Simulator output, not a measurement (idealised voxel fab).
Process module under the name voxel quadruple lines
250 nm wide, 5 nm square cells: that's cross-section cut.
Square cells in a grid make up a cross-section in this document, and the grid is given as bands, listed from the top down, each one or more rows of cells. Band: top and bottom heights (nm) first, top before bottom; then materials from left to right, widths in nm. "full width" marks a sole material filling the band edge to edge. "empty" denotes empty space. Below 0: as-received wafer, all one material; heights counted from there. Lowest band: no bottom, goes on down, written "0..down". Quick explanation for "30..40": the width changes in equal steps down the rows of cells, from the first number in the band's top row to the second number in its bottom row. The designation "no modification", where it is given for a processing step, indicates that no cell of the cross-section was altered in the course of that step. Basically, "Non-vented voids" tells you about the enclosed voids: empty spaces with no open way to the top, 8 cells or bigger, each written width x height at distance, where distance is from the left edge, all in nm. after a step's settings: what the simulator itself notes on the step. The setting "overlay nm" may be written on the line of a step. When the step uses a mask, the value reports how far to the right of the planned place the mask lay, and a negative value reports that it lay to the left. Structure of the following material. The material consists of pairs of cross-sections. Each pair comprises the cross-section before one process step and the cross-section after that step, the latter shown only down to the lowest band that changed. The step between the cross-sections is specified beneath each pair, including its settings. Pairs are not necessarily consecutive: they may derive from different runs of this module performed on the same starting wafer. Continuity with the pair above is to be assumed only where the entry headed "Before processing step" of the pair in question states it.

## Before processing step
  0..down | Si full width
  Non-vented voids: none

## Post-Process Section
  5..0 | SiO2 full width
  Beneath the level 0, the cross-section is identical to its previous state.
  Non-vented voids: none
The process step bridging the two cross-sections above: CONFORMAL_DEP [material SiO2] [thk nm 5]

Before processing step: The prior state of this step coincides with the post-step cross-section of the pair just above.

## Post-Process Section
  15..5 | W full width
  Beneath the level 5, the cross-section is identical to its previous state.
  Non-vented voids: none
The process step bridging the two cross-sections above: DIRECTIONAL_DEP [material W] [thk nm 10]

Before processing step: The prior state of this step coincides with the post-step cross-section of the pair just above.

## Post-Process Section
  35..15 | polySi full width
  Beneath the level 15, the cross-section is identical to its previous state.
  Non-vented voids: none
The process step bridging the two cross-sections above: DIRECTIONAL_DEP [material polySi] [thk nm 20]

Before processing step: The prior state of this step coincides with the post-step cross-section of the pair just above.

## Post-Process Section
  60..35 | aC full width
  Beneath the level 35, the cross-section is identical to its previous state.
  Non-vented voids: none
The process step bridging the two cross-sections above: DIRECTIONAL_DEP [material aC] [thk nm 25]

Before processing step: The prior state of this step coincides with the post-step cross-section of the pair just above.

## Post-Process Section
  90..60 | empty 70, then resist 30, then empty 50, then resist 30, then empty 70
  Beneath the level 60, the cross-section is identical to its previous state.
  Non-vented voids: none
The process step bridging the two cross-sections above: PATTERN [tone cover] [mask id MANDREL] [material resist] [width nm 30] [pitch nm 80] [thk nm 30] [overlay nm 0]

Before processing step: The prior state of this step coincides with the post-step cross-section of the pair just above.

## Post-Process Section
  65..60 | empty 70, then resist 30, then empty 50, then resist 30, then empty 70
  60..35 | empty 70, then aC 30, then empty 50, then aC 30, then empty 70
  Beneath the level 35, the cross-section is identical to its previous state.
  Non-vented voids: none
The process step bridging the two cross-sections above: DIRECTIONAL_ETCH [etch materials aC] [depth nm 25]

Before processing step: The prior state of this step coincides with the post-step cross-section of the pair just above.

## Post-Process Section
  60..35 | empty 70, then aC 30, then empty 50, then aC 30, then empty 70
  Beneath the level 35, the cross-section is identical to its previous state.
  Non-vented voids: none
The process step bridging the two cross-sections above: STRIP [etch materials resist]

Before processing step: The prior state of this step coincides with the post-step cross-section of the pair just above.

## Post-Process Section
  70..60 | empty 60, then SiO2 50, then empty 30, then SiO2 50, then empty 60
  60..45 | empty 60, then SiO2 10, then aC 30, then SiO2 10, then empty 30, then SiO2 10, then aC 30, then SiO2 10, then empty 60
  45..35 | SiO2 70, then aC 30, then SiO2 50, then aC 30, then SiO2 70
  Beneath the level 35, the cross-section is identical to its previous state.
  Non-vented voids: none
The process step bridging the two cross-sections above: CONFORMAL_DEP [material SiO2] [thk nm 10]

Before processing step: The prior state of this step coincides with the post-step cross-section of the pair just above.

## Post-Process Section
  60..35 | empty 60, then SiO2 10, then aC 30, then SiO2 10, then empty 30, then SiO2 10, then aC 30, then SiO2 10, then empty 60
  Beneath the level 35, the cross-section is identical to its previous state.
  Non-vented voids: none
The process step bridging the two cross-sections above: DIRECTIONAL_ETCH [etch materials SiO2] [depth nm 10]

Before processing step: The prior state of this step coincides with the post-step cross-section of the pair just above.

## Post-Process Section
  60..35 | empty 60, then SiO2 10, then empty 30, then SiO2 10, then empty 30, then SiO2 10, then empty 30, then SiO2 10, then empty 60
  Beneath the level 35, the cross-section is identical to its previous state.
  Non-vented voids: none
The process step bridging the two cross-sections above: STRIP [etch materials aC]

Before processing step: The prior state of this step coincides with the post-step cross-section of the pair just above.

## Post-Process Section
  60..35 | empty 60, then SiO2 10, then empty 30, then SiO2 10, then empty 30, then SiO2 10, then empty 30, then SiO2 10, then empty 60
  35..15 | empty 60, then polySi 10, then empty 30, then polySi 10, then empty 30, then polySi 10, then empty 30, then polySi 10, then empty 60
  Beneath the level 15, the cross-section is identical to its previous state.
  Non-vented voids: none
The process step bridging the two cross-sections above: DIRECTIONAL_ETCH [etch materials polySi] [depth nm 20]

Before processing step: The prior state of this step coincides with the post-step cross-section of the pair just above.

## Post-Process Section
  35..15 | empty 60, then polySi 10, then empty 30, then polySi 10, then empty 30, then polySi 10, then empty 30, then polySi 10, then empty 60
  Beneath the level 15, the cross-section is identical to its previous state.
  Non-vented voids: none
The process step bridging the two cross-sections above: STRIP [etch materials SiO2]

Before processing step: The prior state of this step coincides with the post-step cross-section of the pair just above.

## Post-Process Section
  45..35 | empty 50, then SiCN 30, then empty 10, then SiCN 30, then empty 10, then SiCN 30, then empty 10, then SiCN 30, then empty 50
  35..25 | empty 50, then SiCN 10, then polySi 10, then SiCN 10, then empty 10, then SiCN 10, then polySi 10, then SiCN 10, then empty 10, then SiCN 10, then polySi 10, then SiCN 10, then empty 10, then SiCN 10, then polySi 10, then SiCN 10, then empty 50
  25..15 | SiCN 60, then polySi 10, then SiCN 30, then polySi 10, then SiCN 30, then polySi 10, then SiCN 30, then polySi 10, then SiCN 60
  Beneath the level 15, the cross-section is identical to its previous state.
  Non-vented voids: none
The process step bridging the two cross-sections above: CONFORMAL_DEP [material SiCN] [thk nm 10]

Before processing step: The prior state of this step coincides with the post-step cross-section of the pair just above.

## Post-Process Section
  35..15 | empty 50, then SiCN 10, then polySi 10, then SiCN 10, then empty 10, then SiCN 10, then polySi 10, then SiCN 10, then empty 10, then SiCN 10, then polySi 10, then SiCN 10, then empty 10, then SiCN 10, then polySi 10, then SiCN 10, then empty 50
  Beneath the level 15, the cross-section is identical to its previous state.
  Non-vented voids: none
The process step bridging the two cross-sections above: DIRECTIONAL_ETCH [etch materials SiCN] [depth nm 10]

Before processing step: The prior state of this step coincides with the post-step cross-section of the pair just above.

## Post-Process Section
  35..15 | empty 50, then SiCN 10, then empty 10, then SiCN 10, then empty 10, then SiCN 10, then empty 10, then SiCN 10, then empty 10, then SiCN 10, then empty 10, then SiCN 10, then empty 10, then SiCN 10, then empty 10, then SiCN 10, then empty 50
  Beneath the level 15, the cross-section is identical to its previous state.
  Non-vented voids: none
The process step bridging the two cross-sections above: STRIP [etch materials polySi]

Before processing step: The prior state of this step coincides with the post-step cross-section of the pair just above.

## Post-Process Section
  35..15 | empty 50, then SiCN 10, then empty 10, then SiCN 10, then empty 10, then SiCN 10, then empty 10, then SiCN 10, then empty 10, then SiCN 10, then empty 10, then SiCN 10, then empty 10, then SiCN 10, then empty 10, then SiCN 10, then empty 50
  15..5 | empty 50, then W 10, then empty 10, then W 10, then empty 10, then W 10, then empty 10, then W 10, then empty 10, then W 10, then empty 10, then W 10, then empty 10, then W 10, then empty 10, then W 10, then empty 50
  Beneath the level 5, the cross-section is identical to its previous state.
  Non-vented voids: none
The process step bridging the two cross-sections above: DIRECTIONAL_ETCH [etch materials W] [depth nm 10]

Before processing step: The prior state of this step coincides with the post-step cross-section of the pair just above.

## Post-Process Section
  15..5 | empty 50, then W 10, then empty 10, then W 10, then empty 10, then W 10, then empty 10, then W 10, then empty 10, then W 10, then empty 10, then W 10, then empty 10, then W 10, then empty 10, then W 10, then empty 50
  Beneath the level 5, the cross-section is identical to its previous state.
  Non-vented voids: none
The process step bridging the two cross-sections above: STRIP [etch materials SiCN]

Before processing step: The prior state of this step coincides with the post-step cross-section of the pair just above.

## Post-Process Section
  20..15 | lowk full width
  15..5 | lowk 50, then W 10, then lowk 10, then W 10, then lowk 10, then W 10, then lowk 10, then W 10, then lowk 10, then W 10, then lowk 10, then W 10, then lowk 10, then W 10, then lowk 10, then W 10, then lowk 50
  Beneath the level 5, the cross-section is identical to its previous state.
  Non-vented voids: none
The process step bridging the two cross-sections above: FILL_DEP [material lowk] [thk nm 5]

Before processing step: The prior state of this step coincides with the post-step cross-section of the pair just above.

## Post-Process Section
  15..5 | lowk 50, then W 10, then lowk 10, then W 10, then lowk 10, then W 10, then lowk 10, then W 10, then lowk 10, then W 10, then lowk 10, then W 10, then lowk 10, then W 10, then lowk 10, then W 10, then lowk 50
  Beneath the level 5, the cross-section is identical to its previous state.
  Non-vented voids: none
The process step bridging the two cross-sections above: CMP [height nm 15]

## Before processing step
  0..down | Si full width
  Non-vented voids: none

## Post-Process Section
  10..0 | W full width
  Beneath the level 0, the cross-section is identical to its previous state.
  Non-vented voids: none
The process step bridging the two cross-sections above: DIRECTIONAL_DEP [material W] [thk nm 10]

Before processing step: The prior state of this step coincides with the post-step cross-section of the pair just above.

## Post-Process Section
  30..10 | polySi full width
  Beneath the level 10, the cross-section is identical to its previous state.
  Non-vented voids: none
The process step bridging the two cross-sections above: DIRECTIONAL_DEP [material polySi] [thk nm 20]

Before processing step: The prior state of this step coincides with the post-step cross-section of the pair just above.

## Post-Process Section
  55..30 | aC full width
  Beneath the level 30, the cross-section is identical to its previous state.
  Non-vented voids: none
The process step bridging the two cross-sections above: DIRECTIONAL_DEP [material aC] [thk nm 25]

Before processing step: The prior state of this step coincides with the post-step cross-section of the pair just above.

## Post-Process Section
  85..55 | empty 70, then resist 30, then empty 50, then resist 30, then empty 70
  Beneath the level 55, the cross-section is identical to its previous state.
  Non-vented voids: none
The process step bridging the two cross-sections above: PATTERN [tone cover] [mask id MANDREL] [material resist] [width nm 30] [pitch nm 80] [thk nm 30] [overlay nm 0]

Before processing step: The prior state of this step coincides with the post-step cross-section of the pair just above.

## Post-Process Section
  60..55 | empty 70, then resist 30, then empty 50, then resist 30, then empty 70
  55..30 | empty 70, then aC 30, then empty 50, then aC 30, then empty 70
  Beneath the level 30, the cross-section is identical to its previous state.
  Non-vented voids: none
The process step bridging the two cross-sections above: DIRECTIONAL_ETCH [etch materials aC] [depth nm 25]

Before processing step: The prior state of this step coincides with the post-step cross-section of the pair just above.

## Post-Process Section
  55..30 | empty 70, then aC 30, then empty 50, then aC 30, then empty 70
  Beneath the level 30, the cross-section is identical to its previous state.
  Non-vented voids: none
The process step bridging the two cross-sections above: STRIP [etch materials resist]

Before processing step: The prior state of this step coincides with the post-step cross-section of the pair just above.

## Post-Process Section
  65..55 | empty 60, then SiO2 50, then empty 30, then SiO2 50, then empty 60
  55..40 | empty 60, then SiO2 10, then aC 30, then SiO2 10, then empty 30, then SiO2 10, then aC 30, then SiO2 10, then empty 60
  40..30 | SiO2 70, then aC 30, then SiO2 50, then aC 30, then SiO2 70
  Beneath the level 30, the cross-section is identical to its previous state.
  Non-vented voids: none
The process step bridging the two cross-sections above: CONFORMAL_DEP [material SiO2] [thk nm 10]

Before processing step: The prior state of this step coincides with the post-step cross-section of the pair just above.

## Post-Process Section
  55..30 | empty 60, then SiO2 10, then aC 30, then SiO2 10, then empty 30, then SiO2 10, then aC 30, then SiO2 10, then empty 60
  Beneath the level 30, the cross-section is identical to its previous state.
  Non-vented voids: none
The process step bridging the two cross-sections above: DIRECTIONAL_ETCH [etch materials SiO2] [depth nm 10]

Before processing step: The prior state of this step coincides with the post-step cross-section of the pair just above.

## Post-Process Section
  55..30 | empty 60, then SiO2 10, then empty 30, then SiO2 10, then empty 30, then SiO2 10, then empty 30, then SiO2 10, then empty 60
  Beneath the level 30, the cross-section is identical to its previous state.
  Non-vented voids: none
The process step bridging the two cross-sections above: STRIP [etch materials aC]

Before processing step: The prior state of this step coincides with the post-step cross-section of the pair just above.

## Post-Process Section
  55..30 | empty 60, then SiO2 10, then empty 30, then SiO2 10, then empty 30, then SiO2 10, then empty 30, then SiO2 10, then empty 60
  30..10 | empty 60, then polySi 10, then empty 30, then polySi 10, then empty 30, then polySi 10, then empty 30, then polySi 10, then empty 60
  Beneath the level 10, the cross-section is identical to its previous state.
  Non-vented voids: none
The process step bridging the two cross-sections above: DIRECTIONAL_ETCH [etch materials polySi] [depth nm 20]

Before processing step: The prior state of this step coincides with the post-step cross-section of the pair just above.

## Post-Process Section
  30..10 | empty 60, then polySi 10, then empty 30, then polySi 10, then empty 30, then polySi 10, then empty 30, then polySi 10, then empty 60
  Beneath the level 10, the cross-section is identical to its previous state.
  Non-vented voids: none
The process step bridging the two cross-sections above: STRIP [etch materials SiO2]

Before processing step: The prior state of this step coincides with the post-step cross-section of the pair just above.

## Post-Process Section
  40..30 | empty 50, then SiCN 30, then empty 10, then SiCN 30, then empty 10, then SiCN 30, then empty 10, then SiCN 30, then empty 50
  30..20 | empty 50, then SiCN 10, then polySi 10, then SiCN 10, then empty 10, then SiCN 10, then polySi 10, then SiCN 10, then empty 10, then SiCN 10, then polySi 10, then SiCN 10, then empty 10, then SiCN 10, then polySi 10, then SiCN 10, then empty 50
  20..10 | SiCN 60, then polySi 10, then SiCN 30, then polySi 10, then SiCN 30, then polySi 10, then SiCN 30, then polySi 10, then SiCN 60
  Beneath the level 10, the cross-section is identical to its previous state.
  Non-vented voids: none
The process step bridging the two cross-sections above: CONFORMAL_DEP [material SiCN] [thk nm 10]

Before processing step: The prior state of this step coincides with the post-step cross-section of the pair just above.

## Post-Process Section
  30..10 | empty 50, then SiCN 10, then polySi 10, then SiCN 10, then empty 10, then SiCN 10, then polySi 10, then SiCN 10, then empty 10, then SiCN 10, then polySi 10, then SiCN 10, then empty 10, then SiCN 10, then polySi 10, then SiCN 10, then empty 50
  Beneath the level 10, the cross-section is identical to its previous state.
  Non-vented voids: none
The process step bridging the two cross-sections above: DIRECTIONAL_ETCH [etch materials SiCN] [depth nm 10]

Before processing step: The prior state of this step coincides with the post-step cross-section of the pair just above.

## Post-Process Section
  30..10 | empty 50, then SiCN 10, then empty 10, then SiCN 10, then empty 10, then SiCN 10, then empty 10, then SiCN 10, then empty 10, then SiCN 10, then empty 10, then SiCN 10, then empty 10, then SiCN 10, then empty 10, then SiCN 10, then empty 50
  Beneath the level 10, the cross-section is identical to its previous state.
  Non-vented voids: none
The process step bridging the two cross-sections above: STRIP [etch materials polySi]

Before processing step: The prior state of this step coincides with the post-step cross-section of the pair just above.

## Post-Process Section
  30..10 | empty 50, then SiCN 10, then empty 10, then SiCN 10, then empty 10, then SiCN 10, then empty 10, then SiCN 10, then empty 10, then SiCN 10, then empty 10, then SiCN 10, then empty 10, then SiCN 10, then empty 10, then SiCN 10, then empty 50
  10..0 | empty 50, then W 10, then empty 10, then W 10, then empty 10, then W 10, then empty 10, then W 10, then empty 10, then W 10, then empty 10, then W 10, then empty 10, then W 10, then empty 10, then W 10, then empty 50
  Beneath the level 0, the cross-section is identical to its previous state.
  Non-vented voids: none
The process step bridging the two cross-sections above: DIRECTIONAL_ETCH [etch materials W] [depth nm 10]

Before processing step: The prior state of this step coincides with the post-step cross-section of the pair just above.

## Post-Process Section
  10..0 | empty 50, then W 10, then empty 10, then W 10, then empty 10, then W 10, then empty 10, then W 10, then empty 10, then W 10, then empty 10, then W 10, then empty 10, then W 10, then empty 10, then W 10, then empty 50
  Beneath the level 0, the cross-section is identical to its previous state.
  Non-vented voids: none
The process step bridging the two cross-sections above: STRIP [etch materials SiCN]

Before processing step: The prior state of this step coincides with the post-step cross-section of the pair just above.

## Post-Process Section
  15..10 | lowk full width
  10..0 | lowk 50, then W 10, then lowk 10, then W 10, then lowk 10, then W 10, then lowk 10, then W 10, then lowk 10, then W 10, then lowk 10, then W 10, then lowk 10, then W 10, then lowk 10, then W 10, then lowk 50
  Beneath the level 0, the cross-section is identical to its previous state.
  Non-vented voids: none
The process step bridging the two cross-sections above: FILL_DEP [material lowk] [thk nm 5]

## Before processing step
  5..0 | SiO2 full width
  0..down | Si full width
  Non-vented voids: none

## Post-Process Section
  25..5 | polySi full width
  Beneath the level 5, the cross-section is identical to its previous state.
  Non-vented voids: none
The process step bridging the two cross-sections above: DIRECTIONAL_DEP [material polySi] [thk nm 20]

Before processing step: The prior state of this step coincides with the post-step cross-section of the pair just above.

## Post-Process Section
  35..25 | W full width
  Beneath the level 25, the cross-section is identical to its previous state.
  Non-vented voids: none
The process step bridging the two cross-sections above: DIRECTIONAL_DEP [material W] [thk nm 10]

Before processing step: The prior state of this step coincides with the post-step cross-section of the pair just above.

## Post-Process Section
  60..35 | aC full width
  Beneath the level 35, the cross-section is identical to its previous state.
  Non-vented voids: none
The process step bridging the two cross-sections above: DIRECTIONAL_DEP [material aC] [thk nm 25]

Before processing step: The prior state of this step coincides with the post-step cross-section of the pair just above.

## Post-Process Section
  90..60 | empty 70, then resist 30, then empty 50, then resist 30, then empty 70
  Beneath the level 60, the cross-section is identical to its previous state.
  Non-vented voids: none
The process step bridging the two cross-sections above: PATTERN [tone cover] [mask id MANDREL] [material resist] [width nm 30] [pitch nm 80] [thk nm 30] [overlay nm 0]

Before processing step: The prior state of this step coincides with the post-step cross-section of the pair just above.

## Post-Process Section
  65..60 | empty 70, then resist 30, then empty 50, then resist 30, then empty 70
  60..35 | empty 70, then aC 30, then empty 50, then aC 30, then empty 70
  Beneath the level 35, the cross-section is identical to its previous state.
  Non-vented voids: none
The process step bridging the two cross-sections above: DIRECTIONAL_ETCH [etch materials aC] [depth nm 25]

Before processing step: The prior state of this step coincides with the post-step cross-section of the pair just above.

## Post-Process Section
  60..35 | empty 70, then aC 30, then empty 50, then aC 30, then empty 70
  Beneath the level 35, the cross-section is identical to its previous state.
  Non-vented voids: none
The process step bridging the two cross-sections above: STRIP [etch materials resist]

Before processing step: The prior state of this step coincides with the post-step cross-section of the pair just above.

## Post-Process Section
  70..60 | empty 60, then SiO2 50, then empty 30, then SiO2 50, then empty 60
  60..45 | empty 60, then SiO2 10, then aC 30, then SiO2 10, then empty 30, then SiO2 10, then aC 30, then SiO2 10, then empty 60
  45..35 | SiO2 70, then aC 30, then SiO2 50, then aC 30, then SiO2 70
  Beneath the level 35, the cross-section is identical to its previous state.
  Non-vented voids: none
The process step bridging the two cross-sections above: CONFORMAL_DEP [material SiO2] [thk nm 10]

Before processing step: The prior state of this step coincides with the post-step cross-section of the pair just above.

## Post-Process Section
  60..35 | empty 60, then SiO2 10, then aC 30, then SiO2 10, then empty 30, then SiO2 10, then aC 30, then SiO2 10, then empty 60
  Beneath the level 35, the cross-section is identical to its previous state.
  Non-vented voids: none
The process step bridging the two cross-sections above: DIRECTIONAL_ETCH [etch materials SiO2] [depth nm 10]

Before processing step: The prior state of this step coincides with the post-step cross-section of the pair just above.

## Post-Process Section
  60..35 | empty 60, then SiO2 10, then empty 30, then SiO2 10, then empty 30, then SiO2 10, then empty 30, then SiO2 10, then empty 60
  Beneath the level 35, the cross-section is identical to its previous state.
  Non-vented voids: none
The process step bridging the two cross-sections above: STRIP [etch materials aC]

Before processing step: The prior state of this step coincides with the post-step cross-section of the pair just above.

## Post-Process Section
  35..25 | W full width
  Beneath the level 25, the cross-section is identical to its previous state.
  Non-vented voids: none
The process step bridging the two cross-sections above: STRIP [etch materials SiO2]

Before processing step: The prior state of this step coincides with the post-step cross-section of the pair just above.

## Post-Process Section
  45..35 | SiCN full width
  Beneath the level 35, the cross-section is identical to its previous state.
  Non-vented voids: none
The process step bridging the two cross-sections above: CONFORMAL_DEP [material SiCN] [thk nm 10]

Before processing step: The prior state of this step coincides with the post-step cross-section of the pair just above.

## Post-Process Section
  35..25 | W full width
  Beneath the level 25, the cross-section is identical to its previous state.
  Non-vented voids: none
The process step bridging the two cross-sections above: DIRECTIONAL_ETCH [etch materials SiCN] [depth nm 10]

Before processing step: The prior state of this step coincides with the post-step cross-section of the pair just above.

## Post-Process Section
  25..5 | polySi full width
  Beneath the level 5, the cross-section is identical to its previous state.
  Non-vented voids: none
The process step bridging the two cross-sections above: DIRECTIONAL_ETCH [etch materials W] [depth nm 10]

Before processing step: The prior state of this step coincides with the post-step cross-section of the pair just above.

## Post-Process Section
  30..25 | lowk full width
  Beneath the level 25, the cross-section is identical to its previous state.
  Non-vented voids: none
The process step bridging the two cross-sections above: FILL_DEP [material lowk] [thk nm 5]

Before processing step: The prior state of this step coincides with the post-step cross-section of the pair just above.

## Post-Process Section
  15..5 | polySi full width
  Beneath the level 5, the cross-section is identical to its previous state.
  Non-vented voids: none
The process step bridging the two cross-sections above: CMP [height nm 15]

## Before processing step
  20..15 | lowk full width
  15..5 | lowk 50, then W 10, then lowk 10, then W 10, then lowk 10, then W 10, then lowk 10, then W 10, then lowk 10, then W 10, then lowk 10, then W 10, then lowk 10, then W 10, then lowk 10, then W 10, then lowk 50
  5..0 | SiO2 full width
  0..down | Si full width
  Non-vented voids: none

## Post-Process Section
  10..5 | lowk 50, then W 10, then lowk 10, then W 10, then lowk 10, then W 10, then lowk 10, then W 10, then lowk 10, then W 10, then lowk 10, then W 10, then lowk 10, then W 10, then lowk 10, then W 10, then lowk 50
  Beneath the level 5, the cross-section is identical to its previous state.
  Non-vented voids: none
The process step bridging the two cross-sections above: CMP [height nm 10]

## Before processing step
  60..35 | aC full width
  35..15 | polySi full width
  15..5 | W full width
  5..0 | SiO2 full width
  0..down | Si full width
  Non-vented voids: none

## Post-Process Section
  90..60 | empty 75, then resist 20, then empty 60, then resist 20, then empty 75
  Beneath the level 60, the cross-section is identical to its previous state.
  Non-vented voids: none
The process step bridging the two cross-sections above: PATTERN [tone cover] [mask id MANDREL] [material resist] [width nm 20] [pitch nm 80] [thk nm 30] [overlay nm 0]

Before processing step: The prior state of this step coincides with the post-step cross-section of the pair just above.

## Post-Process Section
  65..60 | empty 75, then resist 20, then empty 60, then resist 20, then empty 75
  60..35 | empty 75, then aC 20, then empty 60, then aC 20, then empty 75
  Beneath the level 35, the cross-section is identical to its previous state.
  Non-vented voids: none
The process step bridging the two cross-sections above: DIRECTIONAL_ETCH [etch materials aC] [depth nm 25]

Before processing step: The prior state of this step coincides with the post-step cross-section of the pair just above.

## Post-Process Section
  60..35 | empty 75, then aC 20, then empty 60, then aC 20, then empty 75
  Beneath the level 35, the cross-section is identical to its previous state.
  Non-vented voids: none
The process step bridging the two cross-sections above: STRIP [etch materials resist]

Before processing step: The prior state of this step coincides with the post-step cross-section of the pair just above.

## Post-Process Section
  70..60 | empty 65, then SiO2 40, then empty 40, then SiO2 40, then empty 65
  60..45 | empty 65, then SiO2 10, then aC 20, then SiO2 10, then empty 40, then SiO2 10, then aC 20, then SiO2 10, then empty 65
  45..35 | SiO2 75, then aC 20, then SiO2 60, then aC 20, then SiO2 75
  Beneath the level 35, the cross-section is identical to its previous state.
  Non-vented voids: none
The process step bridging the two cross-sections above: CONFORMAL_DEP [material SiO2] [thk nm 10]

Before processing step: The prior state of this step coincides with the post-step cross-section of the pair just above.

## Post-Process Section
  60..35 | empty 65, then SiO2 10, then aC 20, then SiO2 10, then empty 40, then SiO2 10, then aC 20, then SiO2 10, then empty 65
  Beneath the level 35, the cross-section is identical to its previous state.
  Non-vented voids: none
The process step bridging the two cross-sections above: DIRECTIONAL_ETCH [etch materials SiO2] [depth nm 10]

Before processing step: The prior state of this step coincides with the post-step cross-section of the pair just above.

## Post-Process Section
  60..35 | empty 65, then SiO2 10, then empty 20, then SiO2 10, then empty 40, then SiO2 10, then empty 20, then SiO2 10, then empty 65
  Beneath the level 35, the cross-section is identical to its previous state.
  Non-vented voids: none
The process step bridging the two cross-sections above: STRIP [etch materials aC]

Before processing step: The prior state of this step coincides with the post-step cross-section of the pair just above.

## Post-Process Section
  60..35 | empty 65, then SiO2 10, then empty 20, then SiO2 10, then empty 40, then SiO2 10, then empty 20, then SiO2 10, then empty 65
  35..15 | empty 65, then polySi 10, then empty 20, then polySi 10, then empty 40, then polySi 10, then empty 20, then polySi 10, then empty 65
  Beneath the level 15, the cross-section is identical to its previous state.
  Non-vented voids: none
The process step bridging the two cross-sections above: DIRECTIONAL_ETCH [etch materials polySi] [depth nm 20]

Before processing step: The prior state of this step coincides with the post-step cross-section of the pair just above.

## Post-Process Section
  35..15 | empty 65, then polySi 10, then empty 20, then polySi 10, then empty 40, then polySi 10, then empty 20, then polySi 10, then empty 65
  Beneath the level 15, the cross-section is identical to its previous state.
  Non-vented voids: none
The process step bridging the two cross-sections above: STRIP [etch materials SiO2]

Before processing step: The prior state of this step coincides with the post-step cross-section of the pair just above.

## Post-Process Section
  45..35 | empty 55, then SiCN 60, then empty 20, then SiCN 60, then empty 55
  35..25 | empty 55, then SiCN 10, then polySi 10, then SiCN 20, then polySi 10, then SiCN 10, then empty 20, then SiCN 10, then polySi 10, then SiCN 20, then polySi 10, then SiCN 10, then empty 55
  25..15 | SiCN 65, then polySi 10, then SiCN 20, then polySi 10, then SiCN 40, then polySi 10, then SiCN 20, then polySi 10, then SiCN 65
  Beneath the level 15, the cross-section is identical to its previous state.
  Non-vented voids: none
The process step bridging the two cross-sections above: CONFORMAL_DEP [material SiCN] [thk nm 10]

Before processing step: The prior state of this step coincides with the post-step cross-section of the pair just above.

## Post-Process Section
  35..15 | empty 55, then SiCN 10, then polySi 10, then SiCN 20, then polySi 10, then SiCN 10, then empty 20, then SiCN 10, then polySi 10, then SiCN 20, then polySi 10, then SiCN 10, then empty 55
  Beneath the level 15, the cross-section is identical to its previous state.
  Non-vented voids: none
The process step bridging the two cross-sections above: DIRECTIONAL_ETCH [etch materials SiCN] [depth nm 10]

Before processing step: The prior state of this step coincides with the post-step cross-section of the pair just above.

## Post-Process Section
  35..15 | empty 55, then SiCN 10, then empty 10, then SiCN 20, then empty 10, then SiCN 10, then empty 20, then SiCN 10, then empty 10, then SiCN 20, then empty 10, then SiCN 10, then empty 55
  Beneath the level 15, the cross-section is identical to its previous state.
  Non-vented voids: none
The process step bridging the two cross-sections above: STRIP [etch materials polySi]

Before processing step: The prior state of this step coincides with the post-step cross-section of the pair just above.

## Post-Process Section
  35..15 | empty 55, then SiCN 10, then empty 10, then SiCN 20, then empty 10, then SiCN 10, then empty 20, then SiCN 10, then empty 10, then SiCN 20, then empty 10, then SiCN 10, then empty 55
  15..5 | empty 55, then W 10, then empty 10, then W 20, then empty 10, then W 10, then empty 20, then W 10, then empty 10, then W 20, then empty 10, then W 10, then empty 55
  Beneath the level 5, the cross-section is identical to its previous state.
  Non-vented voids: none
The process step bridging the two cross-sections above: DIRECTIONAL_ETCH [etch materials W] [depth nm 10]

Before processing step: The prior state of this step coincides with the post-step cross-section of the pair just above.

## Post-Process Section
  15..5 | empty 55, then W 10, then empty 10, then W 20, then empty 10, then W 10, then empty 20, then W 10, then empty 10, then W 20, then empty 10, then W 10, then empty 55
  Beneath the level 5, the cross-section is identical to its previous state.
  Non-vented voids: none
The process step bridging the two cross-sections above: STRIP [etch materials SiCN]

Before processing step: The prior state of this step coincides with the post-step cross-section of the pair just above.

## Post-Process Section
  20..15 | lowk full width
  15..5 | lowk 55, then W 10, then lowk 10, then W 20, then lowk 10, then W 10, then lowk 20, then W 10, then lowk 10, then W 20, then lowk 10, then W 10, then lowk 55
  Beneath the level 5, the cross-section is identical to its previous state.
  Non-vented voids: none
The process step bridging the two cross-sections above: FILL_DEP [material lowk] [thk nm 5]

Before processing step: The prior state of this step coincides with the post-step cross-section of the pair just above.

## Post-Process Section
  15..5 | lowk 55, then W 10, then lowk 10, then W 20, then lowk 10, then W 10, then lowk 20, then W 10, then lowk 10, then W 20, then lowk 10, then W 10, then lowk 55
  Beneath the level 5, the cross-section is identical to its previous state.
  Non-vented voids: none
The process step bridging the two cross-sections above: CMP [height nm 15]

## Before processing step
  60..35 | aC full width
  35..15 | polySi full width
  15..5 | W full width
  5..0 | SiO2 full width
  0..down | Si full width
  Non-vented voids: none

## Post-Process Section
  90..60 | empty 80, then resist 30, then empty 50, then resist 30, then empty 60
  Beneath the level 60, the cross-section is identical to its previous state.
  Non-vented voids: none
The process step bridging the two cross-sections above: PATTERN [tone cover] [mask id MANDREL] [material resist] [width nm 30] [pitch nm 80] [thk nm 30] [overlay nm 10]

Before processing step: The prior state of this step coincides with the post-step cross-section of the pair just above.

## Post-Process Section
  65..60 | empty 80, then resist 30, then empty 50, then resist 30, then empty 60
  60..35 | empty 80, then aC 30, then empty 50, then aC 30, then empty 60
  Beneath the level 35, the cross-section is identical to its previous state.
  Non-vented voids: none
The process step bridging the two cross-sections above: DIRECTIONAL_ETCH [etch materials aC] [depth nm 25]

Before processing step: The prior state of this step coincides with the post-step cross-section of the pair just above.

## Post-Process Section
  60..35 | empty 80, then aC 30, then empty 50, then aC 30, then empty 60
  Beneath the level 35, the cross-section is identical to its previous state.
  Non-vented voids: none
The process step bridging the two cross-sections above: STRIP [etch materials resist]

Before processing step: The prior state of this step coincides with the post-step cross-section of the pair just above.

## Post-Process Section
  70..60 | empty 70, then SiO2 50, then empty 30, then SiO2 50, then empty 50
  60..45 | empty 70, then SiO2 10, then aC 30, then SiO2 10, then empty 30, then SiO2 10, then aC 30, then SiO2 10, then empty 50
  45..35 | SiO2 80, then aC 30, then SiO2 50, then aC 30, then SiO2 60
  Beneath the level 35, the cross-section is identical to its previous state.
  Non-vented voids: none
The process step bridging the two cross-sections above: CONFORMAL_DEP [material SiO2] [thk nm 10]

Before processing step: The prior state of this step coincides with the post-step cross-section of the pair just above.

## Post-Process Section
  60..35 | empty 70, then SiO2 10, then aC 30, then SiO2 10, then empty 30, then SiO2 10, then aC 30, then SiO2 10, then empty 50
  Beneath the level 35, the cross-section is identical to its previous state.
  Non-vented voids: none
The process step bridging the two cross-sections above: DIRECTIONAL_ETCH [etch materials SiO2] [depth nm 10]
